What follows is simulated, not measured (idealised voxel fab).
Title: Process Module voxel released beams
The figure presents cross-section cut, which has a width of 255 nm and is divided into square cells with an edge length of 5 nm.
Square cells in a grid make up a cross-section in this document, and the grid is given as bands, listed from the top down, each one or more rows of cells. The entry gives the band's vertical extent as a top height and a bottom height in nm, then its horizontal make-up as materials from left to right, each with a width in nm. "empty" stands for empty space; a single material marked "throughout" fills the band edge to edge. The reference from which all heights are counted is 0, the level beneath which the as-received wafer is entirely one material; the lowest band, having no lower bound, proceeds downward and is written after the example "0 down". The expression "30 to 40" gives the width at the extremes of the band, the first number at its top row of cells and the second at its bottom row, with the width changing by equal amounts from each row to the next in between. Key: "nothing altered" - step with no changed cell in the cross-section. This entry, "Sealed void inventory", enumerates those empty regions of no fewer than 8 cells that possess no open connection to the top. Each region is reported in the form width x height at distance, the distance being taken from the left edge, with all three quantities expressed in nm. On a step's line, text after the settings is the simulator commenting on that step. overlay nm: mask right of planned place by this much (step with mask). Neg. = left.
PROCESS STEPS FORESEEN IN THE PLAN
1. RECEIVE [material Si]
2. CONFORMAL_DEP [material SiN] [thk nm 5]
3. DIRECTIONAL_DEP [material SiO2] [thk nm 20]
4. MASKED_ETCH [tone open] [mask id ANCHOR] [width nm 40] [etch materials SiO2] [depth nm 20] [overlay nm 0]
5. CONFORMAL_DEP [material TiN] [thk nm 15]
6. DIRECTIONAL_DEP [material aC] [thk nm 10]
7. PATTERN [tone cover] [mask id BEAM] [material resist] [width nm 85] [thk nm 25] [overlay nm 0]
8. DIRECTIONAL_ETCH [etch materials aC] [depth nm 10]
9. STRIP [etch materials resist]
10. DIRECTIONAL_ETCH [etch materials TiN] [depth nm 15]
11. STRIP [etch materials aC]
12. STRIP [etch materials SiO2]
FIRST OUT OF TWO WAFERS; RUN WENT TO PLAN
CROSS-SECTION OF THE INCOMING WAFER, STATE AFTER STEP 1
  0 down = Si throughout
  Sealed void inventory: none
CROSS-SECTION THROUGH THE WAFER, STEP 2 FINISHED
  5 to 0 = SiN throughout
  Lower than 0, everything is as it was.
CROSS-SECTION THROUGH THE WAFER, STEP 3 FINISHED
  25 to 5 = SiO2 throughout
  Lower than 5, everything is as it was.
CROSS-SECTION THROUGH THE WAFER, STEP 4 FINISHED
  25 to 5 = 85 of SiO2, then 40 of empty, then 130 of SiO2
  Lower than 5, everything is as it was.
CROSS-SECTION THROUGH THE WAFER, STEP 5 FINISHED
  40 to 25 = 100 of TiN, then 10 of empty, then 145 of TiN
  25 to 20 = 85 of SiO2, then 15 of TiN, then 10 of empty, then 15 of TiN, then 130 of SiO2
  20 to 5 = 85 of SiO2, then 40 of TiN, then 130 of SiO2
  Lower than 5, everything is as it was.
CROSS-SECTION THROUGH THE WAFER, STEP 6 FINISHED
  50 to 40 = 100 of aC, then 10 of empty, then 145 of aC
  40 to 30 = 100 of TiN, then 10 of empty, then 145 of TiN
  30 to 25 = 100 of TiN, then 10 of aC, then 145 of TiN
  25 to 20 = 85 of SiO2, then 15 of TiN, then 10 of aC, then 15 of TiN, then 130 of SiO2
  Lower than 20, everything is as it was.
CROSS-SECTION THROUGH THE WAFER, STEP 7 FINISHED
  75 to 50 = 80 of empty, then 85 of resist, then 90 of empty
  50 to 40 = 100 of aC, then 10 of resist, then 145 of aC
  40 to 30 = 100 of TiN, then 10 of resist, then 145 of TiN
  Lower than 30, everything is as it was.
CROSS-SECTION THROUGH THE WAFER, STEP 8 FINISHED
  65 to 50 = 80 of empty, then 85 of resist, then 90 of empty
  50 to 40 = 80 of empty, then 20 of aC, then 10 of resist, then 55 of aC, then 90 of empty
  Lower than 40, everything is as it was.
CROSS-SECTION THROUGH THE WAFER, STEP 9 FINISHED
  50 to 40 = 80 of empty, then 20 of aC, then 10 of empty, then 55 of aC, then 90 of empty
  40 to 30 = 100 of TiN, then 10 of empty, then 145 of TiN
  Lower than 30, everything is as it was.
CROSS-SECTION THROUGH THE WAFER, STEP 10 FINISHED
  50 to 40 = 80 of empty, then 20 of aC, then 10 of empty, then 55 of aC, then 90 of empty
  40 to 30 = 80 of empty, then 20 of TiN, then 10 of empty, then 55 of TiN, then 90 of empty
  30 to 25 = 80 of empty, then 20 of TiN, then 10 of aC, then 55 of TiN, then 90 of empty
  Lower than 25, everything is as it was.
CROSS-SECTION THROUGH THE WAFER, STEP 11 FINISHED
  40 to 25 = 80 of empty, then 20 of TiN, then 10 of empty, then 55 of TiN, then 90 of empty
  25 to 20 = 85 of SiO2, then 15 of TiN, then 10 of empty, then 15 of TiN, then 130 of SiO2
  Lower than 20, everything is as it was.
CROSS-SECTION THROUGH THE WAFER, STEP 12 FINISHED
  40 to 25 = 80 of empty, then 20 of TiN, then 10 of empty, then 55 of TiN, then 90 of empty
  25 to 20 = 85 of empty, then 15 of TiN, then 10 of empty, then 15 of TiN, then 130 of empty
  20 to 5 = 85 of empty, then 40 of TiN, then 130 of empty
  Lower than 5, everything is as it was.
SECOND WAFER, SAME STARTING CONDITIONS AND RECIPE AS THE FIRST, ONE MISTAKE IN EXECUTING IT, NOTHING DIFFERS FROM THE FIRST UP TO AND INCLUDING STEP 4
SECOND WAFER CROSS-SECTION, TAKEN AS OF THE TIME THE PLAN SETS FOR STEP 5 TO BE DONE
  55 to 25 = TiN throughout
  25 to 5 = 85 of SiO2, then 40 of TiN, then 130 of SiO2
  Lower than 5, everything is as it was.
SECOND WAFER CROSS-SECTION, TAKEN AS OF THE TIME THE PLAN SETS FOR STEP 6 TO BE DONE
  65 to 55 = aC throughout
  Lower than 55, everything is as it was.
SECOND WAFER CROSS-SECTION, TAKEN AS OF THE TIME THE PLAN SETS FOR STEP 7 TO BE DONE
  90 to 65 = 80 of empty, then 85 of resist, then 90 of empty
  Lower than 65, everything is as it was.
SECOND WAFER CROSS-SECTION, TAKEN AS OF THE TIME THE PLAN SETS FOR STEP 8 TO BE DONE
  80 to 65 = 80 of empty, then 85 of resist, then 90 of empty
  65 to 55 = 80 of empty, then 85 of aC, then 90 of empty
  Lower than 55, everything is as it was.
SECOND WAFER CROSS-SECTION, TAKEN AS OF THE TIME THE PLAN SETS FOR STEP 9 TO BE DONE
  65 to 55 = 80 of empty, then 85 of aC, then 90 of empty
  Lower than 55, everything is as it was.
SECOND WAFER CROSS-SECTION, TAKEN AS OF THE TIME THE PLAN SETS FOR STEP 10 TO BE DONE
  65 to 55 = 80 of empty, then 85 of aC, then 90 of empty
  55 to 40 = 80 of empty, then 85 of TiN, then 90 of empty
  Lower than 40, everything is as it was.
SECOND WAFER CROSS-SECTION, TAKEN AS OF THE TIME THE PLAN SETS FOR STEP 11 TO BE DONE
  55 to 40 = 80 of empty, then 85 of TiN, then 90 of empty
  Lower than 40, everything is as it was.
Second wafer cross-section, taken as of the time the plan sets for step 12 to be done: nothing altered
Short version of what went wrong: heads up, step 5 of the plan got done twice
Heads up, by the end the second wafer has more or fewer cells of some materials compared to the first: SiO2: 172 more | TiN: 161 more
